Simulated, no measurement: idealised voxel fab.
process module | voxel wiring stack
Section shown: cut. Width: 210 nm. Cell size: 5 nm, square.
When this document writes out a cross-section, it uses a grid of square cells and lists it as bands, beginning at the top and moving down, with a band standing for one or more rows of cells. Band: top height; bottom height; in nm. Then, left to right: material with width in nm, for each material. "everywhere": a single material spanning edge to edge. "blank": empty space. Height reference: 0 = level under which incoming wafer is all one material. Lowest band: no bottom, runs on downward, e.g. "0 nm and below". Note: "30 to 40" means the width goes from the first number (top row of the band) to the second number (bottom row) in equal steps per row of cells. "no change occurred", as given for a step, is the statement that not any cell of the cross-section underwent a change during that step. Look at "Listed closed voids" for the closed voids: empty spaces with no open path to the top, sized 8 cells or up. Each is width x height at distance, distance from the left edge, all nm. It should be noted that, on the line of a given step, the content following the step's settings is a remark produced by the simulator itself with respect to that step. On any step carrying a mask, the "overlay nm" setting, if present on the step's line, tells how far right of its planned place the mask lay; negative values point to the left.
Listed below are the process steps as planned
1 op RECEIVE | material Si
2 op CONFORMAL_DEP | material SiO2 | thk nm 10
3 op DIRECTIONAL_DEP | material TiN | thk nm 5
4 op DIRECTIONAL_DEP | material W | thk nm 25
5 op PATTERN | tone cover | mask id METAL_1 | material resist | width nm 30 | pitch nm 55 | thk nm 15 | overlay nm 0
6 op DIRECTIONAL_ETCH | etch materials W | depth nm 25
7 op DIRECTIONAL_ETCH | etch materials TiN | depth nm 5
8 op STRIP | etch materials resist
9 op FILL_DEP | material lowk | thk nm 5
10 op CMP | height nm 40
11 op CONFORMAL_DEP | material SiCN | thk nm 5
12 op DIRECTIONAL_DEP | material lowk | thk nm 10
13 op DIRECTIONAL_DEP | material aC | thk nm 15
14 op PATTERN | tone open | mask id PLUG_1 | material resist | width nm 15 | pitch nm 55 | thk nm 30 | overlay nm 0
15 op DIRECTIONAL_ETCH | etch materials aC | depth nm 15
16 op STRIP | etch materials resist
17 op DIRECTIONAL_ETCH | etch materials lowk | depth nm 10
18 op DIRECTIONAL_ETCH | etch materials SiCN | depth nm 5
19 op STRIP | etch materials aC
20 op EPI | material Ru | thk nm 10
21 op EPI | material Ru | thk nm 5
22 op CONFORMAL_DEP | material SiCN | thk nm 5
23 op DIRECTIONAL_DEP | material SiO2 | thk nm 25
24 op DIRECTIONAL_DEP | material aC | thk nm 10
25 op PATTERN | tone open | mask id METAL_2 | material resist | width nm 30 | pitch nm 55 | thk nm 25 | overlay nm 0
26 op DIRECTIONAL_ETCH | etch materials aC | depth nm 10
27 op STRIP | etch materials resist
28 op DIRECTIONAL_ETCH | etch materials SiO2 | depth nm 25
29 op DIRECTIONAL_ETCH | etch materials SiCN | depth nm 5
30 op STRIP | etch materials aC
31 op CONFORMAL_DEP | material TiN | thk nm 5
32 op FILL_DEP | material W | thk nm 5
33 op CMP | height nm 85
34 op CONFORMAL_DEP | material SiN | thk nm 5
What follows covers the first of two wafers; it ran as planned
As received, after step 1
	0 nm and below | Si everywhere
	Listed closed voids: none
Once step 2 is through, the wafer looks like this in cross-section
	10 nm to 0 nm | SiO2 everywhere
	Note: structure below 0 unchanged.
Once step 3 is through, the wafer looks like this in cross-section
	15 nm to 10 nm | TiN everywhere
	Note: structure below 10 unchanged.
Once step 4 is through, the wafer looks like this in cross-section
	40 nm to 15 nm | W everywhere
	Note: structure below 15 unchanged.
Once step 5 is through, the wafer looks like this in cross-section
	55 nm to 40 nm | 35 blank, 30 resist, 25 blank, 30 resist, 25 blank, 30 resist, 35 blank
	Note: structure below 40 unchanged.
Once step 6 is through, the wafer looks like this in cross-section
	55 nm to 40 nm | 35 blank, 30 resist, 25 blank, 30 resist, 25 blank, 30 resist, 35 blank
	40 nm to 15 nm | 35 blank, 30 W, 25 blank, 30 W, 25 blank, 30 W, 35 blank
	Note: structure below 15 unchanged.
Once step 7 is through, the wafer looks like this in cross-section
	55 nm to 40 nm | 35 blank, 30 resist, 25 blank, 30 resist, 25 blank, 30 resist, 35 blank
	40 nm to 15 nm | 35 blank, 30 W, 25 blank, 30 W, 25 blank, 30 W, 35 blank
	15 nm to 10 nm | 35 blank, 30 TiN, 25 blank, 30 TiN, 25 blank, 30 TiN, 35 blank
	Note: structure below 10 unchanged.
Once step 8 is through, the wafer looks like this in cross-section
	40 nm to 15 nm | 35 blank, 30 W, 25 blank, 30 W, 25 blank, 30 W, 35 blank
	Note: structure below 15 unchanged.
Once step 9 is through, the wafer looks like this in cross-section
	45 nm to 40 nm | lowk everywhere
	40 nm to 15 nm | 35 lowk, 30 W, 25 lowk, 30 W, 25 lowk, 30 W, 35 lowk
	15 nm to 10 nm | 35 lowk, 30 TiN, 25 lowk, 30 TiN, 25 lowk, 30 TiN, 35 lowk
	Note: structure below 10 unchanged.
Once step 10 is through, the wafer looks like this in cross-section
	40 nm to 15 nm | 35 lowk, 30 W, 25 lowk, 30 W, 25 lowk, 30 W, 35 lowk
	Note: structure below 15 unchanged.
Once step 11 is through, the wafer looks like this in cross-section
	45 nm to 40 nm | SiCN everywhere
	Note: structure below 40 unchanged.
Once step 12 is through, the wafer looks like this in cross-section
	55 nm to 45 nm | lowk everywhere
	Note: structure below 45 unchanged.
Once step 13 is through, the wafer looks like this in cross-section
	70 nm to 55 nm | aC everywhere
	Note: structure below 55 unchanged.
Once step 14 is through, the wafer looks like this in cross-section
	100 nm to 70 nm | 35 resist, 15 blank, 40 resist, 15 blank, 40 resist, 15 blank, 50 resist
	Note: structure below 70 unchanged.
Once step 15 is through, the wafer looks like this in cross-section
	85 nm to 70 nm | 35 resist, 15 blank, 40 resist, 15 blank, 40 resist, 15 blank, 50 resist
	70 nm to 55 nm | 35 aC, 15 blank, 40 aC, 15 blank, 40 aC, 15 blank, 50 aC
	Note: structure below 55 unchanged.
Once step 16 is through, the wafer looks like this in cross-section
	70 nm to 55 nm | 35 aC, 15 blank, 40 aC, 15 blank, 40 aC, 15 blank, 50 aC
	Note: structure below 55 unchanged.
Once step 17 is through, the wafer looks like this in cross-section
	70 nm to 55 nm | 35 aC, 15 blank, 40 aC, 15 blank, 40 aC, 15 blank, 50 aC
	55 nm to 45 nm | 35 lowk, 15 blank, 40 lowk, 15 blank, 40 lowk, 15 blank, 50 lowk
	Note: structure below 45 unchanged.
Once step 18 is through, the wafer looks like this in cross-section
	70 nm to 55 nm | 35 aC, 15 blank, 40 aC, 15 blank, 40 aC, 15 blank, 50 aC
	55 nm to 45 nm | 35 lowk, 15 blank, 40 lowk, 15 blank, 40 lowk, 15 blank, 50 lowk
	45 nm to 40 nm | 35 SiCN, 15 blank, 40 SiCN, 15 blank, 40 SiCN, 15 blank, 50 SiCN
	Note: structure below 40 unchanged.
Once step 19 is through, the wafer looks like this in cross-section
	55 nm to 45 nm | 35 lowk, 15 blank, 40 lowk, 15 blank, 40 lowk, 15 blank, 50 lowk
	Note: structure below 45 unchanged.
Once step 20 is through, the wafer looks like this in cross-section
	55 nm to 50 nm | 35 lowk, 15 blank, 40 lowk, 15 blank, 40 lowk, 15 blank, 50 lowk
	50 nm to 45 nm | 35 lowk, 15 Ru, 40 lowk, 15 Ru, 40 lowk, 15 Ru, 50 lowk
	45 nm to 40 nm | 35 SiCN, 15 Ru, 40 SiCN, 15 Ru, 40 SiCN, 15 Ru, 50 SiCN
	Note: structure below 40 unchanged.
Once step 21 is through, the wafer looks like this in cross-section
	55 nm to 45 nm | 35 lowk, 15 Ru, 40 lowk, 15 Ru, 40 lowk, 15 Ru, 50 lowk
	Note: structure below 45 unchanged.
Once step 22 is through, the wafer looks like this in cross-section
	60 nm to 55 nm | SiCN everywhere
	Note: structure below 55 unchanged.
Once step 23 is through, the wafer looks like this in cross-section
	85 nm to 60 nm | SiO2 everywhere
	Note: structure below 60 unchanged.
Once step 24 is through, the wafer looks like this in cross-section
	95 nm to 85 nm | aC everywhere
	Note: structure below 85 unchanged.
Once step 25 is through, the wafer looks like this in cross-section
	120 nm to 95 nm | 35 resist, 30 blank, 25 resist, 30 blank, 25 resist, 30 blank, 35 resist
	Note: structure below 95 unchanged.
Once step 26 is through, the wafer looks like this in cross-section
	110 nm to 95 nm | 35 resist, 30 blank, 25 resist, 30 blank, 25 resist, 30 blank, 35 resist
	95 nm to 85 nm | 35 aC, 30 blank, 25 aC, 30 blank, 25 aC, 30 blank, 35 aC
	Note: structure below 85 unchanged.
Once step 27 is through, the wafer looks like this in cross-section
	95 nm to 85 nm | 35 aC, 30 blank, 25 aC, 30 blank, 25 aC, 30 blank, 35 aC
	Note: structure below 85 unchanged.
Once step 28 is through, the wafer looks like this in cross-section
	95 nm to 85 nm | 35 aC, 30 blank, 25 aC, 30 blank, 25 aC, 30 blank, 35 aC
	85 nm to 60 nm | 35 SiO2, 30 blank, 25 SiO2, 30 blank, 25 SiO2, 30 blank, 35 SiO2
	Note: structure below 60 unchanged.
Once step 29 is through, the wafer looks like this in cross-section
	95 nm to 85 nm | 35 aC, 30 blank, 25 aC, 30 blank, 25 aC, 30 blank, 35 aC
	85 nm to 60 nm | 35 SiO2, 30 blank, 25 SiO2, 30 blank, 25 SiO2, 30 blank, 35 SiO2
	60 nm to 55 nm | 35 SiCN, 30 blank, 25 SiCN, 30 blank, 25 SiCN, 30 blank, 35 SiCN
	Note: structure below 55 unchanged.
Once step 30 is through, the wafer looks like this in cross-section
	85 nm to 60 nm | 35 SiO2, 30 blank, 25 SiO2, 30 blank, 25 SiO2, 30 blank, 35 SiO2
	Note: structure below 60 unchanged.
Once step 31 is through, the wafer looks like this in cross-section
	90 nm to 85 nm | 40 TiN, 20 blank, 35 TiN, 20 blank, 35 TiN, 20 blank, 40 TiN
	85 nm to 60 nm | 35 SiO2, 5 TiN, 20 blank, 5 TiN, 25 SiO2, 5 TiN, 20 blank, 5 TiN, 25 SiO2, 5 TiN, 20 blank, 5 TiN, 35 SiO2
	60 nm to 55 nm | 35 SiCN, 30 TiN, 25 SiCN, 30 TiN, 25 SiCN, 30 TiN, 35 SiCN
	Note: structure below 55 unchanged.
Once step 32 is through, the wafer looks like this in cross-section
	95 nm to 90 nm | W everywhere
	90 nm to 85 nm | 40 TiN, 20 W, 35 TiN, 20 W, 35 TiN, 20 W, 40 TiN
	85 nm to 60 nm | 35 SiO2, 5 TiN, 20 W, 5 TiN, 25 SiO2, 5 TiN, 20 W, 5 TiN, 25 SiO2, 5 TiN, 20 W, 5 TiN, 35 SiO2
	Note: structure below 60 unchanged.
Once step 33 is through, the wafer looks like this in cross-section
	85 nm to 60 nm | 35 SiO2, 5 TiN, 20 W, 5 TiN, 25 SiO2, 5 TiN, 20 W, 5 TiN, 25 SiO2, 5 TiN, 20 W, 5 TiN, 35 SiO2
	Note: structure below 60 unchanged.
Once step 34 is through, the wafer looks like this in cross-section
	90 nm to 85 nm | SiN everywhere
	Note: structure below 85 unchanged.
Wafer two of two - same starting point, same process plan, one mistake in execution; matches wafer one up to and including step 30
Second wafer, cut view, end of step 31 per plan
	90 nm to 85 nm | 40 aC, 20 blank, 35 aC, 20 blank, 35 aC, 20 blank, 40 aC
	85 nm to 60 nm | 35 SiO2, 5 aC, 20 blank, 5 aC, 25 SiO2, 5 aC, 20 blank, 5 aC, 25 SiO2, 5 aC, 20 blank, 5 aC, 35 SiO2
	60 nm to 55 nm | 35 SiCN, 30 aC, 25 SiCN, 30 aC, 25 SiCN, 30 aC, 35 SiCN
	Note: structure below 55 unchanged.
Second wafer, cut view, end of step 32 per plan
	95 nm to 90 nm | W everywhere
	90 nm to 85 nm | 40 aC, 20 W, 35 aC, 20 W, 35 aC, 20 W, 40 aC
	85 nm to 60 nm | 35 SiO2, 5 aC, 20 W, 5 aC, 25 SiO2, 5 aC, 20 W, 5 aC, 25 SiO2, 5 aC, 20 W, 5 aC, 35 SiO2
	Note: structure below 60 unchanged.
Second wafer, cut view, end of step 33 per plan
	85 nm to 60 nm | 35 SiO2, 5 aC, 20 W, 5 aC, 25 SiO2, 5 aC, 20 W, 5 aC, 25 SiO2, 5 aC, 20 W, 5 aC, 35 SiO2
	Note: structure below 60 unchanged.
Second wafer, cut view, end of step 34 per plan
	90 nm to 85 nm | SiN everywhere
	Note: structure below 85 unchanged.
The mistake made against the process plan was this: step 31 was processed under conditions differing from the plan, specifically as op CONFORMAL_DEP | material aC | thk nm 5
Final tally in cells, some materials are higher or lower on the second wafer than on the first: 48 fewer of TiN, 48 more of aC
